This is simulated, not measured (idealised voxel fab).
voxel air gaps: a process module
175 nm wide, 5 nm square cells: that's cross-section cut.
Each cross-section below is a grid of square cells, stated as bands in top-down order, with one or more rows of cells making up each band.
It is stipulated that each band's entry specify, in nanometres, the height of the top of the band and then that of its bottom, followed by the materials of the band in left-to-right sequence, each together with its width in nanometres. A single material marked by the word "throughout" is understood to fill the band from edge to edge; the word "blank" is understood to denote empty space.
Measure heights from 0. That's the level where, below it, the as-received wafer is all one material. The lowest band is bottomless and extends downward; write it as in "z 0 and below".
The two numbers in a width such as "30..40" mark its ends across the band: the first belongs to the top row of cells, the second to the bottom row, and from each row to the next the width moves by the same amount.
"no alteration", as given for a step, is the statement that not any cell of the cross-section underwent a change during that step.
In the "closed voids" entry, you get each enclosed empty space of 8 cells or more, one with no open way to the top, written width x height at distance, distance from the left edge, in nm.
If you see something after the settings on a step's line, that's the simulator's own remark about that step.
Each step line may optionally specify "overlay nm", which for a step with a mask gives the rightward distance between the mask's planned place and where it lay, a negative value indicating the leftward direction.

**Steps planned for the process**
step 1: op RECEIVE | material Si
step 2: op CONFORMAL_DEP | material SiO2 | thk nm 10
step 3: op CONFORMAL_DEP | material SiN | thk nm 5
step 4: op DIRECTIONAL_DEP | material lowk | thk nm 40
step 5: op PATTERN | tone open | mask id LINES | material resist | width nm 20 | pitch nm 45 | thk nm 20 | overlay nm 0
step 6: op DIRECTIONAL_ETCH | etch materials lowk | depth nm 40
step 7: op STRIP | etch materials resist
step 8: op CONFORMAL_DEP | material TiN | thk nm 5
step 9: op FILL_DEP | material Cu | thk nm 10
step 10: op CMP | height nm 55
step 11: op EPI | material Ru | thk nm 10
step 12: op SELECTIVE_ETCH | etch materials lowk | depth nm 50
step 13: op CONFORMAL_DEP | material SiN | thk nm 5

**The first of a set of two wafers, run to plan**

**So this is the incoming wafer in cross-section - it's already been through step 1**
> z 0 and below  Si throughout
> closed voids: none

**The wafer, seen in cross-section, after step 2**
> z 10 to 0  SiO2 throughout
> below 0: unchanged

**The wafer, seen in cross-section, after step 3**
> z 15 to 10  SiN throughout
> below 10: unchanged

**The wafer, seen in cross-section, after step 4**
> z 55 to 15  lowk throughout
> below 15: unchanged

**The wafer, seen in cross-section, after step 5**
> z 75 to 55  resist 30, blank 20, resist 25, blank 20, resist 25, blank 20, resist 35
> below 55: unchanged

**The wafer, seen in cross-section, after step 6**
> z 75 to 55  resist 30, blank 20, resist 25, blank 20, resist 25, blank 20, resist 35
> z 55 to 15  lowk 30, blank 20, lowk 25, blank 20, lowk 25, blank 20, lowk 35
> below 15: unchanged

**The wafer, seen in cross-section, after step 7**
> z 55 to 15  lowk 30, blank 20, lowk 25, blank 20, lowk 25, blank 20, lowk 35
> below 15: unchanged

**The wafer, seen in cross-section, after step 8**
> z 60 to 55  TiN 35, blank 10, TiN 35, blank 10, TiN 35, blank 10, TiN 40
> z 55 to 20  lowk 30, TiN 5, blank 10, TiN 5, lowk 25, TiN 5, blank 10, TiN 5, lowk 25, TiN 5, blank 10, TiN 5, lowk 35
> z 20 to 15  lowk 30, TiN 20, lowk 25, TiN 20, lowk 25, TiN 20, lowk 35
> below 15: unchanged

**The wafer, seen in cross-section, after step 9**
> z 70 to 60  Cu throughout
> z 60 to 55  TiN 35, Cu 10, TiN 35, Cu 10, TiN 35, Cu 10, TiN 40
> z 55 to 20  lowk 30, TiN 5, Cu 10, TiN 5, lowk 25, TiN 5, Cu 10, TiN 5, lowk 25, TiN 5, Cu 10, TiN 5, lowk 35
> below 20: unchanged

**The wafer, seen in cross-section, after step 10**
> z 55 to 20  lowk 30, TiN 5, Cu 10, TiN 5, lowk 25, TiN 5, Cu 10, TiN 5, lowk 25, TiN 5, Cu 10, TiN 5, lowk 35
> below 20: unchanged

**The wafer, seen in cross-section, after step 11**
> z 65 to 55  blank 20, Ru 40, blank 5, Ru 40, blank 5, Ru 40, blank 25
> below 55: unchanged

**The wafer, seen in cross-section, after step 12**
> z 65 to 55  blank 20, Ru 40, blank 5, Ru 40, blank 5, Ru 40, blank 25
> z 55 to 20  blank 30, TiN 5, Cu 10, TiN 5, blank 25, TiN 5, Cu 10, TiN 5, blank 25, TiN 5, Cu 10, TiN 5, blank 35
> z 20 to 15  blank 30, TiN 20, blank 25, TiN 20, blank 25, TiN 20, blank 35
> below 15: unchanged

**The wafer, seen in cross-section, after step 13**
> z 70 to 65  blank 15, SiN 140, blank 20
> z 65 to 55  blank 15, SiN 5, Ru 40, SiN 5, Ru 40, SiN 5, Ru 40, SiN 5, blank 20
> z 55 to 50  blank 15, SiN 15, TiN 5, Cu 10, TiN 5, SiN 25, TiN 5, Cu 10, TiN 5, SiN 25, TiN 5, Cu 10, TiN 5, SiN 15, blank 20
> z 50 to 20  blank 25, SiN 5, TiN 5, Cu 10, TiN 5, SiN 5, blank 15, SiN 5, TiN 5, Cu 10, TiN 5, SiN 5, blank 15, SiN 5, TiN 5, Cu 10, TiN 5, SiN 5, blank 30
> z 20 to 15  SiN 30, TiN 20, SiN 25, TiN 20, SiN 25, TiN 20, SiN 35
> below 15: unchanged
> closed voids: 15 x 30 at 55; 15 x 30 at 100

**Second Wafer (Identical Start and Plan, One Processing Error; Matches First Wafer Through Step 12)**

Cross-section of the second wafer corresponding to the planned conclusion of step 13: no alteration
What was the processing mistake? plan step 13 skipped
Looking at both finished wafers in cells, the second ends up ahead of or behind the first on some materials: SiN: 111 fewer
The final tally of closed voids stands at 2 on the first wafer and 0 on the second.
